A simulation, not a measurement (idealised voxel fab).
Name of the process module below: voxel self aligned vias
190 nm wide, 5 nm square cells: that's cross-section cut.
Each cross-section below is a grid of square cells, stated as bands in top-down order, with one or more rows of cells making up each band. Top height, bottom height, nm. Materials left to right, width each, nm. Single material + "everywhere" = fills band edge to edge. "blank" = empty. Heights from 0 (as-received wafer is one material below). Bottom band endless downward, as "top 0, no bottom". Width "30 to 40": first value at the band's top row of cells, second value at its bottom row, equal change from row to row. It should be understood that the words "identical to before", when stated for a given step, signify that the cross-section underwent no change in any of its cells during that step. "Closed internal cavities" enumerates empty spaces isolated from the top, with no open way to it, that contain at least 8 cells, giving each as width x height at distance from the left edge, all three in nm. On a step's line, text after the settings is the simulator commenting on that step. overlay nm: step with mask; distance mask lay right of planned place; negative value = left of planned place.

List of planned process steps
1. RECEIVE with material Si
2. CONFORMAL_DEP with material SiO2, thk nm 10
3. CONFORMAL_DEP with material SiCN, thk nm 5
4. DIRECTIONAL_DEP with material SiO2, thk nm 25
5. PATTERN with tone open, mask id LINES, material resist, width nm 30, pitch nm 80, thk nm 20, overlay nm 0
6. DIRECTIONAL_ETCH with etch materials SiO2, depth nm 25
7. STRIP with etch materials resist
8. CONFORMAL_DEP with material TiN, thk nm 5
9. FILL_DEP with material Ru, thk nm 10
10. CMP with height nm 40
11. SELECTIVE_ETCH with etch materials W Ru TiN, depth nm 10
12. FILL_DEP with material SiN, thk nm 10
13. CMP with height nm 40
14. DIRECTIONAL_DEP with material SiO2, thk nm 15
15. MASKED_ETCH with tone open, mask id VIAS, width nm 50, pitch nm 80, etch materials SiO2, depth nm 15, overlay nm 0
16. MASKED_ETCH with tone open, mask id VIAS, width nm 50, pitch nm 80, etch materials SiN, depth nm 10, overlay nm 0
17. CONFORMAL_DEP with material TiN, thk nm 5
18. FILL_DEP with material Cu, thk nm 10
19. CMP with height nm 55
20. CONFORMAL_DEP with material SiCN, thk nm 5

First of two wafers: run as planned

Wafer at receipt (post step 1), cross-section
  top 0, no bottom | Si everywhere
  Closed internal cavities: none

After step 2: wafer cross-section
  top 10, bottom 0 | SiO2 everywhere
  Below 0 it's all the same as before, nothing changed down there.

After step 3: wafer cross-section
  top 15, bottom 10 | SiCN everywhere
  Below 10 it's all the same as before, nothing changed down there.

After step 4: wafer cross-section
  top 40, bottom 15 | SiO2 everywhere
  Below 15 it's all the same as before, nothing changed down there.

After step 5: wafer cross-section
  top 60, bottom 40 | resist 40 | blank 30 | resist 50 | blank 30 | resist 40
  Below 40 it's all the same as before, nothing changed down there.

After step 6: wafer cross-section
  top 60, bottom 40 | resist 40 | blank 30 | resist 50 | blank 30 | resist 40
  top 40, bottom 15 | SiO2 40 | blank 30 | SiO2 50 | blank 30 | SiO2 40
  Below 15 it's all the same as before, nothing changed down there.

After step 7: wafer cross-section
  top 40, bottom 15 | SiO2 40 | blank 30 | SiO2 50 | blank 30 | SiO2 40
  Below 15 it's all the same as before, nothing changed down there.

After step 8: wafer cross-section
  top 45, bottom 40 | TiN 45 | blank 20 | TiN 60 | blank 20 | TiN 45
  top 40, bottom 20 | SiO2 40 | TiN 5 | blank 20 | TiN 5 | SiO2 50 | TiN 5 | blank 20 | TiN 5 | SiO2 40
  top 20, bottom 15 | SiO2 40 | TiN 30 | SiO2 50 | TiN 30 | SiO2 40
  Below 15 it's all the same as before, nothing changed down there.

After step 9: wafer cross-section
  top 55, bottom 45 | Ru everywhere
  top 45, bottom 40 | TiN 45 | Ru 20 | TiN 60 | Ru 20 | TiN 45
  top 40, bottom 20 | SiO2 40 | TiN 5 | Ru 20 | TiN 5 | SiO2 50 | TiN 5 | Ru 20 | TiN 5 | SiO2 40
  Below 20 it's all the same as before, nothing changed down there.

After step 10: wafer cross-section
  top 40, bottom 20 | SiO2 40 | TiN 5 | Ru 20 | TiN 5 | SiO2 50 | TiN 5 | Ru 20 | TiN 5 | SiO2 40
  Below 20 it's all the same as before, nothing changed down there.

After step 11: wafer cross-section
  top 40, bottom 30 | SiO2 40 | blank 30 | SiO2 50 | blank 30 | SiO2 40
  Below 30 it's all the same as before, nothing changed down there.

After step 12: wafer cross-section
  top 50, bottom 40 | SiN everywhere
  top 40, bottom 30 | SiO2 40 | SiN 30 | SiO2 50 | SiN 30 | SiO2 40
  Below 30 it's all the same as before, nothing changed down there.

After step 13: wafer cross-section
  top 40, bottom 30 | SiO2 40 | SiN 30 | SiO2 50 | SiN 30 | SiO2 40
  Below 30 it's all the same as before, nothing changed down there.

After step 14: wafer cross-section
  top 55, bottom 40 | SiO2 everywhere
  Below 40 it's all the same as before, nothing changed down there.

After step 15: wafer cross-section
  top 55, bottom 40 | SiO2 30 | blank 50 | SiO2 30 | blank 50 | SiO2 30
  Below 40 it's all the same as before, nothing changed down there.

After step 16: wafer cross-section
  top 55, bottom 40 | SiO2 30 | blank 50 | SiO2 30 | blank 50 | SiO2 30
  top 40, bottom 30 | SiO2 40 | blank 30 | SiO2 50 | blank 30 | SiO2 40
  Below 30 it's all the same as before, nothing changed down there.

After step 17: wafer cross-section
  top 60, bottom 55 | TiN 35 | blank 40 | TiN 40 | blank 40 | TiN 35
  top 55, bottom 45 | SiO2 30 | TiN 5 | blank 40 | TiN 5 | SiO2 30 | TiN 5 | blank 40 | TiN 5 | SiO2 30
  top 45, bottom 35 | SiO2 30 to 40 | TiN 15 to 5 | blank 20 | TiN 15 to 5 | SiO2 30 to 50 | TiN 15 to 5 | blank 20 | TiN 15 to 5 | SiO2 30 to 40
  top 35, bottom 30 | SiO2 40 | TiN 30 | SiO2 50 | TiN 30 | SiO2 40
  Below 30 it's all the same as before, nothing changed down there.

After step 18: wafer cross-section
  top 70, bottom 60 | Cu everywhere
  top 60, bottom 55 | TiN 35 | Cu 40 | TiN 40 | Cu 40 | TiN 35
  top 55, bottom 45 | SiO2 30 | TiN 5 | Cu 40 | TiN 5 | SiO2 30 | TiN 5 | Cu 40 | TiN 5 | SiO2 30
  top 45, bottom 35 | SiO2 30 to 40 | TiN 15 to 5 | Cu 20 | TiN 15 to 5 | SiO2 30 to 50 | TiN 15 to 5 | Cu 20 | TiN 15 to 5 | SiO2 30 to 40
  Below 35 it's all the same as before, nothing changed down there.

After step 19: wafer cross-section
  top 55, bottom 45 | SiO2 30 | TiN 5 | Cu 40 | TiN 5 | SiO2 30 | TiN 5 | Cu 40 | TiN 5 | SiO2 30
  Below 45 it's all the same as before, nothing changed down there.

After step 20: wafer cross-section
  top 60, bottom 55 | SiCN everywhere
  Below 55 it's all the same as before, nothing changed down there.

The Second Wafer: Common Origin and Plan, One Mistake in Execution, Identical to the First Through Step 14

Cross-section of the second wafer at the time step 15 of the plan should have ended
  top 55, bottom 40 | SiO2 35 | blank 45 | SiO2 35 | blank 45 | SiO2 30
  Below 40 it's all the same as before, nothing changed down there.

Cross-section of the second wafer at the time step 16 of the plan should have ended
  top 55, bottom 40 | SiO2 35 | blank 45 | SiO2 35 | blank 45 | SiO2 30
  top 40, bottom 30 | SiO2 40 | blank 30 | SiO2 50 | blank 30 | SiO2 40
  Below 30 it's all the same as before, nothing changed down there.

Cross-section of the second wafer at the time step 17 of the plan should have ended
  top 60, bottom 55 | TiN 40 | blank 35 | TiN 45 | blank 35 | TiN 35
  top 55, bottom 45 | SiO2 35 | TiN 5 | blank 35 | TiN 5 | SiO2 35 | TiN 5 | blank 35 | TiN 5 | SiO2 30
  top 45, bottom 35 | SiO2 35 to 40 | TiN 10 to 5 | blank 20 | TiN 15 to 5 | SiO2 35 to 50 | TiN 10 to 5 | blank 20 | TiN 15 to 5 | SiO2 30 to 40
  top 35, bottom 30 | SiO2 40 | TiN 30 | SiO2 50 | TiN 30 | SiO2 40
  Below 30 it's all the same as before, nothing changed down there.

Cross-section of the second wafer at the time step 18 of the plan should have ended
  top 70, bottom 60 | Cu everywhere
  top 60, bottom 55 | TiN 40 | Cu 35 | TiN 45 | Cu 35 | TiN 35
  top 55, bottom 45 | SiO2 35 | TiN 5 | Cu 35 | TiN 5 | SiO2 35 | TiN 5 | Cu 35 | TiN 5 | SiO2 30
  top 45, bottom 35 | SiO2 35 to 40 | TiN 10 to 5 | Cu 20 | TiN 15 to 5 | SiO2 35 to 50 | TiN 10 to 5 | Cu 20 | TiN 15 to 5 | SiO2 30 to 40
  Below 35 it's all the same as before, nothing changed down there.

Cross-section of the second wafer at the time step 19 of the plan should have ended
  top 55, bottom 45 | SiO2 35 | TiN 5 | Cu 35 | TiN 5 | SiO2 35 | TiN 5 | Cu 35 | TiN 5 | SiO2 30
  Below 45 it's all the same as before, nothing changed down there.

Cross-section of the second wafer at the time step 20 of the plan should have ended
  top 60, bottom 55 | SiCN everywhere
  Below 55 it's all the same as before, nothing changed down there.
Against the plan, the run slipped here: for step 15, the planned setting was not used; the step was instead run as MASKED_ETCH with tone open, mask id VIAS, width nm 45, pitch nm 80, etch materials SiO2, depth nm 15, overlay nm 0
End of process, cell counts, second wafer against first, materials with more or fewer: Cu -4 | SiO2 +6 | TiN -2
